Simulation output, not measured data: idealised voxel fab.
process module | voxel fin reveal
cross-section cut | 285 nm wide | cells 5 nm
A cross-section is a grid of square cells, given in bands from the top down. A band is one or more rows of cells.
Each band's line starts with the height of the band's top and of its bottom, in nm. Then come its materials from left to right, each with its width in nm. One material with "throughout" fills the band from edge to edge. "air" is empty space.
Height 0 is the level under which the wafer as received is all one material. The lowest band goes on downwards, as in "0 down".
A width such as "30 to 40" changes by the same amount from each row of cells to the next, from the band's top row to its bottom row.
"no change" after a step means that no cell of the cross-section changed.
closed voids: empty space of 8 cells or more with no open way to the top, each as width x height at its distance from the left edge, in nm
after a step's settings: what the simulator itself notes on the step
overlay nm, on a step with a mask: how far to the right of its planned place the mask lay; to the left if negative
plan
1 op RECEIVE | material Si
2 op CONFORMAL_DEP | material SiN | thk nm 5
3 op MASKED_ETCH | tone cover | mask id FINS | width nm 15 | pitch nm 45 | etch materials SiN | depth nm 5 | overlay nm 0
4 op MASKED_ETCH | tone cover | mask id FINS | width nm 15 | pitch nm 45 | etch materials Si | depth nm 40 | overlay nm 0
5 op FILL_DEP | material SiO2 | thk nm 5
6 op CMP | height nm 5
7 op SELECTIVE_ETCH | etch materials SiO2 | depth nm 30
8 op STRIP | etch materials SiN
first wafer, as planned
as received, after step 1
  0 down: Si throughout
  closed voids: none
after step 2
  5 to 0: SiN throughout
  below 0: unchanged
after step 3
  5 to 0: air 110 | SiN 15 | air 30 | SiN 15 | air 115
  below 0: unchanged
after step 4
  5 to 0: air 110 | SiN 15 | air 30 | SiN 15 | air 115
  0 to -40: air 110 | Si 15 | air 30 | Si 15 | air 115
  below -40: unchanged
after step 5
  10 to 5: SiO2 throughout
  5 to 0: SiO2 110 | SiN 15 | SiO2 30 | SiN 15 | SiO2 115
  0 to -40: SiO2 110 | Si 15 | SiO2 30 | Si 15 | SiO2 115
  below -40: unchanged
after step 6
  5 to 0: SiO2 110 | SiN 15 | SiO2 30 | SiN 15 | SiO2 115
  below 0: unchanged
after step 7
  5 to 0: air 110 | SiN 15 | air 30 | SiN 15 | air 115
  0 to -25: air 110 | Si 15 | air 30 | Si 15 | air 115
  below -25: unchanged
after step 8
  0 to -25: air 110 | Si 15 | air 30 | Si 15 | air 115
  below -25: unchanged
second wafer: like start, like plan, one mistake. Through step 6 it matches the first wafer
when step 7 should have ended
  5 to 0: SiO2 110 | air 15 | SiO2 30 | air 15 | SiO2 115
  below 0: unchanged
when step 8 should have ended
  0 to -25: air 110 | Si 15 | air 30 | Si 15 | air 115
  -25 to -30: SiO2 80 | air 30 | Si 15 | air 30 | Si 15 | air 30 | SiO2 85
  below -30: unchanged
what went wrong: steps 7 and 8 were swapped
at the end the second wafer has, in cells: 18 fewer of SiO2
